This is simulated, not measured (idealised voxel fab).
voxel spacer lines: a process module
285 nm wide, 5 nm square cells: that's cross-section cut.
Just so we're on the same page, the cross-sections are grids of square cells, and they're listed out in bands top to bottom, each band one or more rows deep.
Heights first: top, then bottom, in nm. Then materials, left to right, each with a width in nm. "throughout" on a single material: fills the band edge to edge. "empty": empty space.
Convention: height 0 is the level below which the wafer, as received, is all one material. The lowest band does not terminate at the bottom but continues downward, represented as "0 -> down".
A two-number width, for instance "30->40", indicates that the width is equal to the first number in the top row of the band and to the second number in the bottom row, and that it changes by a constant amount per row of cells.
Reading "all unchanged" for a step: not a cell of the cross-section changed in it.
Each empty space that has no open way to the top and spans at least 8 cells appears under "Tabulated closed voids" as width x height at distance, the distance counted from the left edge, all in nm.
Post-settings text on a step line: simulator's own remark regarding the step.
overlay nm: for a step with a mask, the amount by which the mask lay right of where it was planned; a negative amount means left of it.

# Here's what the planned process steps look like
step 1: RECEIVE with material Si
step 2: CONFORMAL_DEP with material Al2O3, thk nm 10
step 3: DIRECTIONAL_DEP with material W, thk nm 10
step 4: DIRECTIONAL_DEP with material aC, thk nm 30
step 5: PATTERN with tone cover, mask id MANDREL, material resist, width nm 25, pitch nm 80, thk nm 35, overlay nm 0
step 6: DIRECTIONAL_ETCH with etch materials aC, depth nm 30
step 7: STRIP with etch materials resist
step 8: CONFORMAL_DEP with material SiO2, thk nm 15
step 9: DIRECTIONAL_ETCH with etch materials SiO2, depth nm 15
step 10: STRIP with etch materials aC
step 11: DIRECTIONAL_ETCH with etch materials W, depth nm 10
step 12: STRIP with etch materials SiO2

# Cross-section of the wafer at receipt, which is the condition after step 1
* 0 -> down | Si throughout
* Tabulated closed voids: none

# Module complete - cross-section of the first of two wafers, run according to plan
* 20 -> 10 | empty=75 / W=15 / empty=25 / W=15 / empty=25 / W=15 / empty=25 / W=15 / empty=75
* 10 -> 0 | Al2O3 throughout
* 0 -> down | Si throughout
* Tabulated closed voids: none

# Presented here is a cross-section of the second of the two wafers as it stood at the end of the module. It was started in the same manner and assigned the same plan as the first wafer; however, one mistake was made in its execution
* 15 -> 10 | empty=75 / W=15 / empty=25 / W=15 / empty=25 / W=15 / empty=25 / W=15 / empty=75
* 10 -> 0 | Al2O3 throughout
* 0 -> down | Si throughout
* Tabulated closed voids: none
Misprocessing identified: step 3 was not run as planned; what actually ran was DIRECTIONAL_DEP with material W, thk nm 5
Count the cells at the end and the second wafer has more or fewer of some materials than the first: 12 fewer of W
